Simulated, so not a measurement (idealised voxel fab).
A process module follows: voxel ribs on slabs.
Cross-sectional view cut (width: 235 nm; square cell size: 5 nm).
We lay out every cross-section as a grid of square cells and spell it out in bands from the top down, where one band means one or more rows of cells. It is stipulated that each band's entry specify, in nanometres, the height of the top of the band and then that of its bottom, followed by the materials of the band in left-to-right sequence, each together with its width in nanometres. A single material marked by the word "throughout" is understood to fill the band from edge to edge; the word "blank" is understood to denote empty space. Heights are expressed relative to 0, this being the level below which the as-received wafer comprises one material exclusively. The lowest band is unbounded in the downward direction and is denoted as in "0 and below". It should be noted that a width expressed as "30 to 40" varies in equal increments from row to row of cells within the band, taking the value of the first number at the top row and that of the second number at the bottom row. Take "remains unaltered" at face value: in the step it is given for, the cross-section changed in none of its cells. "Completely sealed voids" - sealed voids, min. 8 cells, no opening to top; format: width x height at distance (distance from left edge; nm throughout). Read whatever lies past the settings on a step's line as the simulator's own remark about the step. overlay nm: how far to the right of its planned place the mask lay on this masked step (negative: to the left).
### Planned process steps
1,RECEIVE,material Si
2,DIRECTIONAL_DEP,material SiO2,thk nm 25
3,DIRECTIONAL_DEP,material polySi,thk nm 20
4,DIRECTIONAL_DEP,material aC,thk nm 10
5,PATTERN,tone cover,mask id RIB,material resist,width nm 30,thk nm 25,overlay nm 0
6,DIRECTIONAL_ETCH,etch materials aC,depth nm 10
7,STRIP,etch materials resist
8,DIRECTIONAL_ETCH,etch materials polySi,depth nm 10
9,STRIP,etch materials aC
10,MASKED_ETCH,tone cover,mask id SLAB,width nm 80,etch materials polySi,depth nm 10,overlay nm 0
11,FILL_DEP,material SiO2,thk nm 25
12,CMP,height nm 60
13,DIRECTIONAL_DEP,material TiN,thk nm 5
14,PATTERN,tone cover,mask id HEATER,material resist,width nm 40,thk nm 15,overlay nm 0
15,DIRECTIONAL_ETCH,etch materials TiN,depth nm 5
16,STRIP,etch materials resist
17,CONFORMAL_DEP,material SiO2,thk nm 5
### Cross-section: wafer on arrival = after step 1
	0 and below = Si throughout
	Completely sealed voids: none
### The first of the two wafers as seen in cross-section once the module was finished; processing followed the plan
	70 down to 65 = 90 blank, 50 SiO2, 95 blank
	65 down to 60 = 95 SiO2, 40 TiN, 100 SiO2
	60 down to 45 = SiO2 throughout
	45 down to 35 = 100 SiO2, 30 polySi, 105 SiO2
	35 down to 25 = 75 SiO2, 80 polySi, 80 SiO2
	25 down to 0 = SiO2 throughout
	0 and below = Si throughout
	Completely sealed voids: none
### End of module, second wafer, cross-section. Started like the first, planned like the first, run with one mistake
	70 down to 65 = 100 SiO2, 30 blank, 105 SiO2
	65 down to 60 = 95 TiN, 40 SiO2, 100 TiN
	60 down to 45 = SiO2 throughout
	45 down to 35 = 100 SiO2, 30 polySi, 105 SiO2
	35 down to 25 = 75 SiO2, 80 polySi, 80 SiO2
	25 down to 0 = SiO2 throughout
	0 and below = Si throughout
	Completely sealed voids: none
In executing the process, a mistake was made relative to the plan: not per plan at step 14, really ran PATTERN,tone open,mask id HEATER,material resist,width nm 40,thk nm 15,overlay nm 0
FYI, end of process, the second wafer has more or fewer cells of some materials than the first: +31 TiN
